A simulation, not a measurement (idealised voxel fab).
The process module that follows is named voxel transistor to metal.
The figure presents cross-section cut, which has a width of 150 nm and is divided into square cells with an edge length of 5 nm.
This document writes a cross-section as a grid whose cells are square, and gives it as bands, listed from the top down; one or more rows of cells form a band.
Look at the band entry: it leads with the top's height and the bottom's height in nm. Then it lists the materials left to right, with a width in nm for each. The word "throughout" on a single material says that material fills the band edge to edge. The word "empty" is empty space.
Where do heights start? At 0: under that level the wafer as delivered is made of one material only. And the lowest band has no floor; it just carries on downward, as in "0 -> down".
It should be noted that a width expressed as "30..40" varies in equal increments from row to row of cells within the band, taking the value of the first number at the top row and that of the second number at the bottom row.
"remained unchanged" for a step: no cell of the cross-section changed in that step.
In the "Enclosed void catalog" entry, you get each enclosed empty space of 8 cells or more, one with no open way to the top, written width x height at distance, distance from the left edge, in nm.
On each step's line, the part that comes after the settings is the simulator's own comment on the step.
"overlay nm", when on a step's line for a step with a mask, measures how far to the right of its planned place the mask lay; a negative measure means to the left.

**Process steps foreseen in the plan**
1 RECEIVE with material Si
2 OXIDIZE with depth nm 5
3 CONFORMAL_DEP with material SiN, thk nm 15
4 DIRECTIONAL_DEP with material aC, thk nm 15
5 PATTERN with tone cover, mask id ACTIVE, material resist, width nm 110, thk nm 30, overlay nm 0
6 DIRECTIONAL_ETCH with etch materials aC, depth nm 15
7 STRIP with etch materials resist
8 DIRECTIONAL_ETCH with etch materials SiN, depth nm 15
9 DIRECTIONAL_ETCH with etch materials SiO2, depth nm 5
10 DIRECTIONAL_ETCH with etch materials Si, depth nm 20
11 STRIP with etch materials aC
12 OXIDIZE with depth nm 5
13 FILL_DEP with material SiO2, thk nm 10
14 CMP with height nm 15
15 SELECTIVE_ETCH with etch materials SiO2, depth nm 5
16 STRIP with etch materials SiN
17 SELECTIVE_ETCH with etch materials SiO2, depth nm 5
18 OXIDIZE with depth nm 5
19 DIRECTIONAL_DEP with material polySi, thk nm 20
20 DIRECTIONAL_DEP with material SiCN, thk nm 10
21 DIRECTIONAL_DEP with material aC, thk nm 15
22 PATTERN with tone cover, mask id GATE, material resist, width nm 30, thk nm 35, overlay nm 0
23 DIRECTIONAL_ETCH with etch materials aC, depth nm 15
24 STRIP with etch materials resist
25 DIRECTIONAL_ETCH with etch materials SiCN, depth nm 20
26 DIRECTIONAL_ETCH with etch materials polySi, depth nm 30
27 STRIP with etch materials aC
28 CONFORMAL_DEP with material SiO2, thk nm 5
29 DIRECTIONAL_ETCH with etch materials SiO2, depth nm 5
30 CONFORMAL_DEP with material SiN, thk nm 5
31 DIRECTIONAL_ETCH with etch materials SiN, depth nm 5
32 DIRECTIONAL_ETCH with etch materials SiO2, depth nm 5
33 DIRECTIONAL_ETCH with etch materials Si, depth nm 15
34 EPI with material SiGe, thk nm 15
35 FILL_DEP with material SiO2, thk nm 5
36 CMP with height nm 15
37 STRIP with etch materials polySi
38 SELECTIVE_ETCH with etch materials SiO2, depth nm 5
39 CONFORMAL_DEP with material HfO2, thk nm 5
40 CONFORMAL_DEP with material TiN, thk nm 5
41 FILL_DEP with material W, thk nm 5
42 CMP with height nm 10
43 DIRECTIONAL_DEP with material SiO2, thk nm 15
44 PATTERN with tone open, mask id CONTACT, material resist, width nm 15, pitch nm 85, thk nm 20, overlay nm 0
45 DIRECTIONAL_ETCH with etch materials SiO2, depth nm 35
46 STRIP with etch materials resist
47 CONFORMAL_DEP with material TiN, thk nm 5
48 FILL_DEP with material W, thk nm 10
49 CMP with height nm 25
50 CONFORMAL_DEP with material SiN, thk nm 5
51 DIRECTIONAL_DEP with material SiO2, thk nm 25
52 PATTERN with tone open, mask id METAL_1, material resist, width nm 15, pitch nm 85, thk nm 15, overlay nm 0
53 DIRECTIONAL_ETCH with etch materials SiO2, depth nm 25
54 DIRECTIONAL_ETCH with etch materials SiN, depth nm 5
55 STRIP with etch materials resist
56 CONFORMAL_DEP with material TiN, thk nm 5
57 FILL_DEP with material Cu, thk nm 10
58 CMP with height nm 55
59 EPI with material Ru, thk nm 5
60 FILL_DEP with material SiCN, thk nm 5
61 DIRECTIONAL_DEP with material lowk, thk nm 35
62 DIRECTIONAL_DEP with material aC, thk nm 10
63 PATTERN with tone open, mask id METAL_2, material resist, width nm 15, pitch nm 85, thk nm 25, overlay nm 0
64 DIRECTIONAL_ETCH with etch materials aC, depth nm 10
65 STRIP with etch materials resist
66 DIRECTIONAL_ETCH with etch materials lowk, depth nm 20
67 STRIP with etch materials aC
68 DIRECTIONAL_DEP with material aC, thk nm 15
69 PATTERN with tone open, mask id METAL_2_HOLES, material resist, width nm 15, pitch nm 85, thk nm 35, overlay nm 0
70 DIRECTIONAL_ETCH with etch materials aC, depth nm 15
71 STRIP with etch materials resist
72 DIRECTIONAL_ETCH with etch materials lowk, depth nm 15
73 DIRECTIONAL_ETCH with etch materials SiCN, depth nm 5
74 STRIP with etch materials aC
75 CONFORMAL_DEP with material TiN, thk nm 5
76 FILL_DEP with material Cu, thk nm 5
77 CMP with height nm 100
78 CONFORMAL_DEP with material SiCN, thk nm 5
Quick note for whoever runs this: the wafers start identical, but the width nm at step 52 isn't the same across them. The plan just shows what the first wafer had.

**Cross-section of the first of several wafers on receipt, reflecting completion of step 1**
  0 -> down | Si throughout
  Enclosed void catalog: none

**Heads up, this table goes wafer by wafer. A row tells you, at the end of the module, how many cells of each material that wafer has put on (+) or dropped (-) since it was received, and then its closed voids**
width nm 15, +24 Cu, +14 HfO2, +10 Ru, -130 Si, +74 SiCN, +48 SiGe, +34 SiN, +274 SiO2, +100 TiN, +14 W, +168 lowk, Enclosed void catalog: none
width nm 20, +34 Cu, +14 HfO2, +12 Ru, -130 Si, +72 SiCN, +48 SiGe, +32 SiN, +264 SiO2, +102 TiN, +14 W, +168 lowk, Enclosed void catalog: none
width nm 25, +44 Cu, +14 HfO2, +14 Ru, -130 Si, +70 SiCN, +48 SiGe, +30 SiN, +254 SiO2, +104 TiN, +14 W, +168 lowk, Enclosed void catalog: none
width nm 30, +54 Cu, +14 HfO2, +16 Ru, -130 Si, +68 SiCN, +48 SiGe, +28 SiN, +244 SiO2, +106 TiN, +14 W, +168 lowk, Enclosed void catalog: none
